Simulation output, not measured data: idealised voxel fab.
The following is a process module called voxel wiring stack.
FYI the section here is cut, 205 nm wide, cells are 5 nm squares.
Square cells in a grid make up a cross-section in this document, and the grid is given as bands, listed from the top down, each one or more rows of cells.
Band: top and bottom heights (nm) first, top before bottom; then materials from left to right, widths in nm. "all across" marks a sole material filling the band edge to edge. "air" denotes empty space.
The reference from which all heights are counted is 0, the level beneath which the as-received wafer is entirely one material; the lowest band, having no lower bound, proceeds downward and is written after the example "0..down".
Per-row width for "30 to 40": begins at first number (top row of band), ends at second number (bottom row), increment between rows held constant.
Basically "no change" means that step didn't change any cell in the cross-section.
Enclosed voids (no open way to top), threshold 8 cells or more, entry "Closed void entries", notation width x height at distance, distance from left edge, nm.
The remark found on a step's line after its settings is issued by the simulator itself and pertains to that step.
Among the settings permitted on a step's line is "overlay nm"; applied to a step with a mask, it specifies the extent to which the mask lay to the right of its planned position, whereas a negative figure signifies a position to the left.

### Steps planned for the process
1 RECEIVE (material Si)
2 CONFORMAL_DEP (material SiO2; thk nm 10)
3 DIRECTIONAL_DEP (material TiN; thk nm 5)
4 DIRECTIONAL_DEP (material Ru; thk nm 15)
5 DIRECTIONAL_DEP (material aC; thk nm 5)
6 PATTERN (tone cover; mask id METAL_1; material resist; width nm 30; pitch nm 60; thk nm 35; overlay nm 0)
7 DIRECTIONAL_ETCH (etch materials aC; depth nm 15)
8 STRIP (etch materials resist)
9 DIRECTIONAL_ETCH (etch materials Ru; depth nm 15)
10 DIRECTIONAL_ETCH (etch materials TiN; depth nm 5)
11 STRIP (etch materials aC)
12 FILL_DEP (material lowk; thk nm 5)
13 CMP (height nm 30)
14 CONFORMAL_DEP (material SiCN; thk nm 5)
15 DIRECTIONAL_DEP (material lowk; thk nm 25)
16 PATTERN (tone open; mask id METAL_2; material resist; width nm 30; pitch nm 60; thk nm 20; overlay nm 0)
17 DIRECTIONAL_ETCH (etch materials lowk; depth nm 15)
18 STRIP (etch materials resist)
19 PATTERN (tone open; mask id METAL_2_HOLES; material resist; width nm 15; pitch nm 60; thk nm 20; overlay nm 0)
20 DIRECTIONAL_ETCH (etch materials lowk; depth nm 10)
21 DIRECTIONAL_ETCH (etch materials SiCN; depth nm 5)
22 STRIP (etch materials resist)
23 CONFORMAL_DEP (material TiN; thk nm 5)
24 FILL_DEP (material Ru; thk nm 5)
25 CMP (height nm 60)
26 CONFORMAL_DEP (material SiCN; thk nm 5)
27 DIRECTIONAL_DEP (material SiO2; thk nm 10)
28 PATTERN (tone open; mask id PLUG_2; material resist; width nm 15; pitch nm 60; thk nm 20; overlay nm 0)
29 DIRECTIONAL_ETCH (etch materials SiO2; depth nm 10)
30 DIRECTIONAL_ETCH (etch materials SiCN; depth nm 5)
31 STRIP (etch materials resist)
32 CONFORMAL_DEP (material TiN; thk nm 5)
33 FILL_DEP (material W; thk nm 5)
34 CMP (height nm 75)
35 CONFORMAL_DEP (material SiN; thk nm 5)
36 DIRECTIONAL_DEP (material lowk; thk nm 20)
37 DIRECTIONAL_DEP (material aC; thk nm 15)
38 PATTERN (tone open; mask id METAL_3; material resist; width nm 30; pitch nm 60; thk nm 30; overlay nm 0)
39 DIRECTIONAL_ETCH (etch materials aC; depth nm 15)
40 STRIP (etch materials resist)
41 DIRECTIONAL_ETCH (etch materials lowk; depth nm 20)
42 DIRECTIONAL_ETCH (etch materials SiN; depth nm 5)
43 STRIP (etch materials aC)
44 CONFORMAL_DEP (material TiN; thk nm 5)
45 FILL_DEP (material Ru; thk nm 5)
46 CMP (height nm 100)
47 CONFORMAL_DEP (material SiN; thk nm 5)
The plan's step 5 thk nm is the first wafer's value; the wafers differ in this setting and start identical.

### As-received cross-section, first of several wafers, post step 1
    0..down = Si all across
    Closed void entries: none

### The following table contains a row per wafer, in which are reported, at the conclusion of the module, the cells of each material gained (+) or lost (-) since the wafer's receipt, with its closed voids given thereafter
thk nm 5 | +90 Ru | +70 SiCN | +70 SiN | +152 SiO2 | +86 TiN | +4 W | +389 lowk | Closed void entries: none
thk nm 10 | +90 Ru | +70 SiCN | +70 SiN | +152 SiO2 | +86 TiN | +4 W | +389 lowk | Closed void entries: none
thk nm 15 | +90 Ru | +70 SiCN | +70 SiN | +152 SiO2 | +86 TiN | +4 W | +389 lowk | Closed void entries: none
thk nm 20 | +177 Ru | +70 SiCN | +70 SiN | +152 SiO2 | +115 TiN | +4 W | +273 lowk | Closed void entries: none
thk nm 25 | +177 Ru | +70 SiCN | +70 SiN | +152 SiO2 | +115 TiN | +4 W | +273 lowk | Closed void entries: none
thk nm 30 | +177 Ru | +70 SiCN | +70 SiN | +152 SiO2 | +115 TiN | +4 W | +273 lowk | Closed void entries: none
